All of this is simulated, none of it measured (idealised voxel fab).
The process module that follows is named voxel gate over fins.
185 nm wide, 5 nm square cells: that's cross-section cut.
Cross-section = grid of square cells, listed top down in bands; band = one or more rows. Heads up on the band format: heights come first, top then bottom, in nm. After that it's the materials left to right, each with its width in nm. A single material flagged "full width" fills the whole band edge to edge, and "empty" means there's empty space there. The level at which height equals 0 is the one under which the wafer, as it arrives, is entirely one material. No lower edge exists for the bottom band, which continues downward and is notated as in "0 nm and below". The expression "30->40" gives the width at the extremes of the band, the first number at its top row of cells and the second at its bottom row, with the width changing by equal amounts from each row to the next in between. Reading "nothing got changed" for a step: not a cell of the cross-section changed in it. Entry "Enclosed void list" = empty spaces >= 8 cells with no open way to the top; each as width x height at distance, distance from left edge, all nm. Formally, on a step line, whatever follows the settings is a remark that the simulator itself makes on the step. overlay nm: how far to the right of its planned place the mask lay on this masked step (negative: to the left).

The following list gives the planned process steps:
step 1: RECEIVE (material Si)
step 2: CONFORMAL_DEP (material SiN; thk nm 5)
step 3: DIRECTIONAL_DEP (material aC; thk nm 15)
step 4: PATTERN (tone cover; mask id FINS; material resist; width nm 15; pitch nm 45; thk nm 35; overlay nm 0)
step 5: DIRECTIONAL_ETCH (etch materials aC; depth nm 15)
step 6: STRIP (etch materials resist)
step 7: DIRECTIONAL_ETCH (etch materials SiN; depth nm 5)
step 8: DIRECTIONAL_ETCH (etch materials Si; depth nm 30)
step 9: STRIP (etch materials aC)
step 10: OXIDIZE (depth nm 5)
step 11: FILL_DEP (material SiO2; thk nm 5)
step 12: CMP (height nm 5)
step 13: SELECTIVE_ETCH (etch materials SiO2; depth nm 20)
step 14: STRIP (etch materials SiN)
step 15: CONFORMAL_DEP (material HfO2; thk nm 5)
step 16: CONFORMAL_DEP (material TiN; thk nm 5)
step 17: FILL_DEP (material W; thk nm 15)
step 18: CMP (height nm 20)
step 19: CONFORMAL_DEP (material SiCN; thk nm 5)

Wafer cross-section on receipt, i.e. after step 1:
> 0 nm and below | Si full width
> Enclosed void list: none

Final cross-section, module run with one mistake (start and plan as above):
> 25 nm to 20 nm | SiCN full width
> 20 nm to 10 nm | W full width
> 10 nm to 5 nm | W 35  TiN 25  W 20  TiN 25  W 20  TiN 25  W 35
> 5 nm to 0 nm | W 35  TiN 5  HfO2 15  TiN 5  W 20  TiN 5  HfO2 15  TiN 5  W 20  TiN 5  HfO2 15  TiN 5  W 35
> 0 nm to -5 nm | W 35  TiN 5  HfO2 5  Si 5  HfO2 5  TiN 5  W 20  TiN 5  HfO2 5  Si 5  HfO2 5  TiN 5  W 20  TiN 5  HfO2 5  Si 5  HfO2 5  TiN 5  W 35
> -5 nm to -10 nm | TiN 40  HfO2 5  Si 5  HfO2 5  TiN 30  HfO2 5  Si 5  HfO2 5  TiN 30  HfO2 5  Si 5  HfO2 5  TiN 40
> -10 nm to -15 nm | HfO2 45  Si 5  HfO2 40  Si 5  HfO2 40  Si 5  HfO2 45
> -15 nm to -40 nm | SiO2 45  Si 5  SiO2 40  Si 5  SiO2 40  Si 5  SiO2 45
> -40 nm and below | Si full width
> Enclosed void list: none
The mistake made against the process plan was this: planned and actual differ for step 8; actual: DIRECTIONAL_ETCH (etch materials Si; depth nm 35)
